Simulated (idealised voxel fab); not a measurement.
Process module under the name voxel capacitor over wiring
Section shown: cut. Width: 195 nm. Cell size: 5 nm, square.
How to read a cross-section here: the picture is a grid of square cells, written as bands going from the top down, and any band can span one or more rows of cells. Heads up on the band format: heights come first, top then bottom, in nm. After that it's the materials left to right, each with its width in nm. A single material flagged "edge to edge" fills the whole band edge to edge, and "empty" means there's empty space there. Ref level 0: as-received wafer is one material below here. Bottom band extends down with no lower bound ("z 0 and below"). It should be noted that a width expressed as "30->40" varies in equal increments from row to row of cells within the band, taking the value of the first number at the top row and that of the second number at the bottom row. "no modification", as given for a step, is the statement that not any cell of the cross-section underwent a change during that step. Sealed void listing: empty space of 8 cells or more with no open way to the top, each as width x height at its distance from the left edge, in nm. On each step's line, the part that comes after the settings is the simulator's own comment on the step. overlay nm: step with mask; distance mask lay right of planned place; negative value = left of planned place.

## The following list gives the planned process steps
1,RECEIVE [material Si]
2,CONFORMAL_DEP [material SiO2] [thk nm 15]
3,CONFORMAL_DEP [material SiN] [thk nm 5]
4,DIRECTIONAL_DEP [material lowk] [thk nm 15]
5,DIRECTIONAL_DEP [material aC] [thk nm 15]
6,PATTERN [tone open] [mask id METAL_1] [material resist] [width nm 30] [pitch nm 80] [thk nm 30] [overlay nm 0]
7,DIRECTIONAL_ETCH [etch materials aC] [depth nm 15]
8,STRIP [etch materials resist]
9,DIRECTIONAL_ETCH [etch materials lowk] [depth nm 15]
10,DIRECTIONAL_ETCH [etch materials SiN] [depth nm 5]
11,STRIP [etch materials aC]
12,CONFORMAL_DEP [material TiN] [thk nm 5]
13,FILL_DEP [material Ru] [thk nm 10]
14,CMP [height nm 35]
15,CONFORMAL_DEP [material SiCN] [thk nm 5]
16,DIRECTIONAL_DEP [material SiO2] [thk nm 15]
17,MASKED_ETCH [tone open] [mask id PLUG_1] [width nm 15] [etch materials SiO2] [depth nm 15] [overlay nm 0]
18,MASKED_ETCH [tone open] [mask id PLUG_1] [width nm 15] [etch materials SiCN] [depth nm 5] [overlay nm 0]
19,EPI [material Ru] [thk nm 10]
20,EPI [material Ru] [thk nm 10]
21,DIRECTIONAL_DEP [material TiN] [thk nm 5]
22,DIRECTIONAL_DEP [material HfO2] [thk nm 5]
23,DIRECTIONAL_DEP [material TiN] [thk nm 5]
24,MASKED_ETCH [tone cover] [mask id UPPER_PLATE] [width nm 55] [etch materials TiN] [depth nm 5] [overlay nm 0]
25,MASKED_ETCH [tone cover] [mask id UPPER_PLATE] [width nm 55] [etch materials HfO2] [depth nm 5] [overlay nm 0]
26,MASKED_ETCH [tone cover] [mask id LOWER_PLATE] [width nm 65] [etch materials TiN] [depth nm 5] [overlay nm 0]
27,FILL_DEP [material SiO2] [thk nm 20]
28,CMP [height nm 85]
29,PATTERN [tone open] [mask id PLUG_2] [material resist] [width nm 15] [thk nm 15] [overlay nm 0]
30,DIRECTIONAL_ETCH [etch materials SiO2] [depth nm 15]
31,STRIP [etch materials resist]
32,CONFORMAL_DEP [material TiN] [thk nm 5]
33,FILL_DEP [material W] [thk nm 5]
34,CMP [height nm 85]
35,CONFORMAL_DEP [material SiCN] [thk nm 5]

## The first of a set of two wafers, run to plan

## Wafer cross-section on receipt, i.e. after step 1
- z 0 and below: Si edge to edge
- Sealed void listing: none

## Once step 2 is through, the wafer looks like this in cross-section
- z 15 to 0: SiO2 edge to edge
- Beneath the level 0, the cross-section is identical to its previous state.

## Once step 3 is through, the wafer looks like this in cross-section
- z 20 to 15: SiN edge to edge
- Beneath the level 15, the cross-section is identical to its previous state.

## Once step 4 is through, the wafer looks like this in cross-section
- z 35 to 20: lowk edge to edge
- Beneath the level 20, the cross-section is identical to its previous state.

## Once step 5 is through, the wafer looks like this in cross-section
- z 50 to 35: aC edge to edge
- Beneath the level 35, the cross-section is identical to its previous state.

## Once step 6 is through, the wafer looks like this in cross-section
- z 80 to 50: 40 of resist / 30 of empty / 50 of resist / 30 of empty / 45 of resist
- Beneath the level 50, the cross-section is identical to its previous state.

## Once step 7 is through, the wafer looks like this in cross-section
- z 65 to 50: 40 of resist / 30 of empty / 50 of resist / 30 of empty / 45 of resist
- z 50 to 35: 40 of aC / 30 of empty / 50 of aC / 30 of empty / 45 of aC
- Beneath the level 35, the cross-section is identical to its previous state.

## Once step 8 is through, the wafer looks like this in cross-section
- z 50 to 35: 40 of aC / 30 of empty / 50 of aC / 30 of empty / 45 of aC
- Beneath the level 35, the cross-section is identical to its previous state.

## Once step 9 is through, the wafer looks like this in cross-section
- z 50 to 35: 40 of aC / 30 of empty / 50 of aC / 30 of empty / 45 of aC
- z 35 to 20: 40 of lowk / 30 of empty / 50 of lowk / 30 of empty / 45 of lowk
- Beneath the level 20, the cross-section is identical to its previous state.

## Once step 10 is through, the wafer looks like this in cross-section
- z 50 to 35: 40 of aC / 30 of empty / 50 of aC / 30 of empty / 45 of aC
- z 35 to 20: 40 of lowk / 30 of empty / 50 of lowk / 30 of empty / 45 of lowk
- z 20 to 15: 40 of SiN / 30 of empty / 50 of SiN / 30 of empty / 45 of SiN
- Beneath the level 15, the cross-section is identical to its previous state.

## Once step 11 is through, the wafer looks like this in cross-section
- z 35 to 20: 40 of lowk / 30 of empty / 50 of lowk / 30 of empty / 45 of lowk
- Beneath the level 20, the cross-section is identical to its previous state.

## Once step 12 is through, the wafer looks like this in cross-section
- z 40 to 35: 45 of TiN / 20 of empty / 60 of TiN / 20 of empty / 50 of TiN
- z 35 to 20: 40 of lowk / 5 of TiN / 20 of empty / 5 of TiN / 50 of lowk / 5 of TiN / 20 of empty / 5 of TiN / 45 of lowk
- z 20 to 15: 40 of SiN / 30 of TiN / 50 of SiN / 30 of TiN / 45 of SiN
- Beneath the level 15, the cross-section is identical to its previous state.

## Once step 13 is through, the wafer looks like this in cross-section
- z 50 to 40: Ru edge to edge
- z 40 to 35: 45 of TiN / 20 of Ru / 60 of TiN / 20 of Ru / 50 of TiN
- z 35 to 20: 40 of lowk / 5 of TiN / 20 of Ru / 5 of TiN / 50 of lowk / 5 of TiN / 20 of Ru / 5 of TiN / 45 of lowk
- Beneath the level 20, the cross-section is identical to its previous state.

## Once step 14 is through, the wafer looks like this in cross-section
- z 35 to 20: 40 of lowk / 5 of TiN / 20 of Ru / 5 of TiN / 50 of lowk / 5 of TiN / 20 of Ru / 5 of TiN / 45 of lowk
- Beneath the level 20, the cross-section is identical to its previous state.

## Once step 15 is through, the wafer looks like this in cross-section
- z 40 to 35: SiCN edge to edge
- Beneath the level 35, the cross-section is identical to its previous state.

## Once step 16 is through, the wafer looks like this in cross-section
- z 55 to 40: SiO2 edge to edge
- Beneath the level 40, the cross-section is identical to its previous state.

## Once step 17 is through, the wafer looks like this in cross-section
- z 55 to 40: 55 of SiO2 / 15 of empty / 125 of SiO2
- Beneath the level 40, the cross-section is identical to its previous state.

## Once step 18 is through, the wafer looks like this in cross-section
- z 55 to 40: 55 of SiO2 / 15 of empty / 125 of SiO2
- z 40 to 35: 55 of SiCN / 15 of empty / 125 of SiCN
- Beneath the level 35, the cross-section is identical to its previous state.

## Once step 19 is through, the wafer looks like this in cross-section
- z 55 to 45: 55 of SiO2 / 15 of empty / 125 of SiO2
- z 45 to 40: 55 of SiO2 / 15 of Ru / 125 of SiO2
- z 40 to 35: 55 of SiCN / 15 of Ru / 125 of SiCN
- Beneath the level 35, the cross-section is identical to its previous state.

## Once step 20 is through, the wafer looks like this in cross-section
- z 55 to 40: 55 of SiO2 / 15 of Ru / 125 of SiO2
- Beneath the level 40, the cross-section is identical to its previous state.

## Once step 21 is through, the wafer looks like this in cross-section
- z 60 to 55: TiN edge to edge
- Beneath the level 55, the cross-section is identical to its previous state.

## Once step 22 is through, the wafer looks like this in cross-section
- z 65 to 60: HfO2 edge to edge
- Beneath the level 60, the cross-section is identical to its previous state.

## Once step 23 is through, the wafer looks like this in cross-section
- z 70 to 65: TiN edge to edge
- Beneath the level 65, the cross-section is identical to its previous state.

## Once step 24 is through, the wafer looks like this in cross-section
- z 70 to 65: 55 of empty / 55 of TiN / 85 of empty
- Beneath the level 65, the cross-section is identical to its previous state.

## Once step 25 is through, the wafer looks like this in cross-section
- z 70 to 65: 55 of empty / 55 of TiN / 85 of empty
- z 65 to 60: 55 of empty / 55 of HfO2 / 85 of empty
- Beneath the level 60, the cross-section is identical to its previous state.

## Once step 26 is through, the wafer looks like this in cross-section
- z 70 to 65: 55 of empty / 55 of TiN / 85 of empty
- z 65 to 60: 55 of empty / 55 of HfO2 / 85 of empty
- z 60 to 55: 50 of empty / 65 of TiN / 80 of empty
- Beneath the level 55, the cross-section is identical to its previous state.

## Once step 27 is through, the wafer looks like this in cross-section
- z 90 to 70: SiO2 edge to edge
- z 70 to 65: 55 of SiO2 / 55 of TiN / 85 of SiO2
- z 65 to 60: 55 of SiO2 / 55 of HfO2 / 85 of SiO2
- z 60 to 55: 50 of SiO2 / 65 of TiN / 80 of SiO2
- Beneath the level 55, the cross-section is identical to its previous state.

## Once step 28 is through, the wafer looks like this in cross-section
- z 85 to 70: SiO2 edge to edge
- Beneath the level 70, the cross-section is identical to its previous state.

## Once step 29 is through, the wafer looks like this in cross-section
- z 100 to 85: 65 of resist / 15 of empty / 115 of resist
- Beneath the level 85, the cross-section is identical to its previous state.

## Once step 30 is through, the wafer looks like this in cross-section
- z 100 to 85: 65 of resist / 15 of empty / 115 of resist
- z 85 to 70: 65 of SiO2 / 15 of empty / 115 of SiO2
- Beneath the level 70, the cross-section is identical to its previous state.

## Once step 31 is through, the wafer looks like this in cross-section
- z 85 to 70: 65 of SiO2 / 15 of empty / 115 of SiO2
- Beneath the level 70, the cross-section is identical to its previous state.

## Once step 32 is through, the wafer looks like this in cross-section
- z 90 to 85: 70 of TiN / 5 of empty / 120 of TiN
- z 85 to 75: 65 of SiO2 / 5 of TiN / 5 of empty / 5 of TiN / 115 of SiO2
- z 75 to 65: 65->55 of SiO2 / 15->55 of TiN / 115->85 of SiO2
- Beneath the level 65, the cross-section is identical to its previous state.

## Once step 33 is through, the wafer looks like this in cross-section
- z 95 to 90: W edge to edge
- z 90 to 85: 70 of TiN / 5 of W / 120 of TiN
- z 85 to 75: 65 of SiO2 / 5 of TiN / 5 of W / 5 of TiN / 115 of SiO2
- Beneath the level 75, the cross-section is identical to its previous state.

## Once step 34 is through, the wafer looks like this in cross-section
- z 85 to 75: 65 of SiO2 / 5 of TiN / 5 of W / 5 of TiN / 115 of SiO2
- Beneath the level 75, the cross-section is identical to its previous state.

## Once step 35 is through, the wafer looks like this in cross-section
- z 90 to 85: SiCN edge to edge
- Beneath the level 85, the cross-section is identical to its previous state.

## Second Wafer (Identical Start and Plan, One Processing Error; Matches First Wafer Through Step 19)

## Second wafer: cross-section at the scheduled end of step 20
- z 60 to 55: 55 of TiN / 15 of empty / 125 of TiN
- z 55 to 50: 55 of SiO2 / 15 of empty / 125 of SiO2
- z 50 to 45: 55 of SiO2 / 15 of TiN / 125 of SiO2
- Beneath the level 45, the cross-section is identical to its previous state.

## Second wafer: cross-section at the scheduled end of step 21
- z 70 to 60: Ru edge to edge
- z 60 to 55: 55 of TiN / 15 of Ru / 125 of TiN
- z 55 to 50: 55 of SiO2 / 15 of Ru / 125 of SiO2
- Beneath the level 50, the cross-section is identical to its previous state.

## Second wafer: cross-section at the scheduled end of step 22
- z 75 to 70: HfO2 edge to edge
- Beneath the level 70, the cross-section is identical to its previous state.

## Second wafer: cross-section at the scheduled end of step 23
- z 80 to 75: TiN edge to edge
- Beneath the level 75, the cross-section is identical to its previous state.

## Second wafer: cross-section at the scheduled end of step 24
- z 80 to 75: 55 of empty / 55 of TiN / 85 of empty
- Beneath the level 75, the cross-section is identical to its previous state.

## Second wafer: cross-section at the scheduled end of step 25
- z 80 to 75: 55 of empty / 55 of TiN / 85 of empty
- z 75 to 70: 55 of empty / 55 of HfO2 / 85 of empty
- Beneath the level 70, the cross-section is identical to its previous state.

Second wafer: cross-section at the scheduled end of step 26: no modification

## Second wafer: cross-section at the scheduled end of step 27
- z 100 to 80: SiO2 edge to edge
- z 80 to 75: 55 of SiO2 / 55 of TiN / 85 of SiO2
- z 75 to 70: 55 of SiO2 / 55 of HfO2 / 85 of SiO2
- Beneath the level 70, the cross-section is identical to its previous state.

## Second wafer: cross-section at the scheduled end of step 28
- z 85 to 80: SiO2 edge to edge
- Beneath the level 80, the cross-section is identical to its previous state.

## Second wafer: cross-section at the scheduled end of step 29
- z 100 to 85: 65 of resist / 15 of empty / 115 of resist
- Beneath the level 85, the cross-section is identical to its previous state.

## Second wafer: cross-section at the scheduled end of step 30
- z 100 to 85: 65 of resist / 15 of empty / 115 of resist
- z 85 to 80: 65 of SiO2 / 15 of empty / 115 of SiO2
- Beneath the level 80, the cross-section is identical to its previous state.

## Second wafer: cross-section at the scheduled end of step 31
- z 85 to 80: 65 of SiO2 / 15 of empty / 115 of SiO2
- Beneath the level 80, the cross-section is identical to its previous state.

## Second wafer: cross-section at the scheduled end of step 32
- z 90 to 85: 70 of TiN / 5 of empty / 120 of TiN
- z 85 to 75: 65->55 of SiO2 / 15->55 of TiN / 115->85 of SiO2
- Beneath the level 75, the cross-section is identical to its previous state.

## Second wafer: cross-section at the scheduled end of step 33
- z 95 to 90: W edge to edge
- z 90 to 85: 70 of TiN / 5 of W / 120 of TiN
- Beneath the level 85, the cross-section is identical to its previous state.

## Second wafer: cross-section at the scheduled end of step 34
- z 85 to 75: 65->55 of SiO2 / 15->55 of TiN / 115->85 of SiO2
- Beneath the level 75, the cross-section is identical to its previous state.

## Second wafer: cross-section at the scheduled end of step 35
- z 90 to 85: SiCN edge to edge
- Beneath the level 85, the cross-section is identical to its previous state.
Deviation from plan: a sequencing error occurred in which plan steps 20 and 21 were transposed
Bottom line after processing is that, in cells, the second wafer is up or down on some materials versus the first: Ru: 78 more | SiO2: 98 fewer | TiN: 22 more | W: 2 fewer
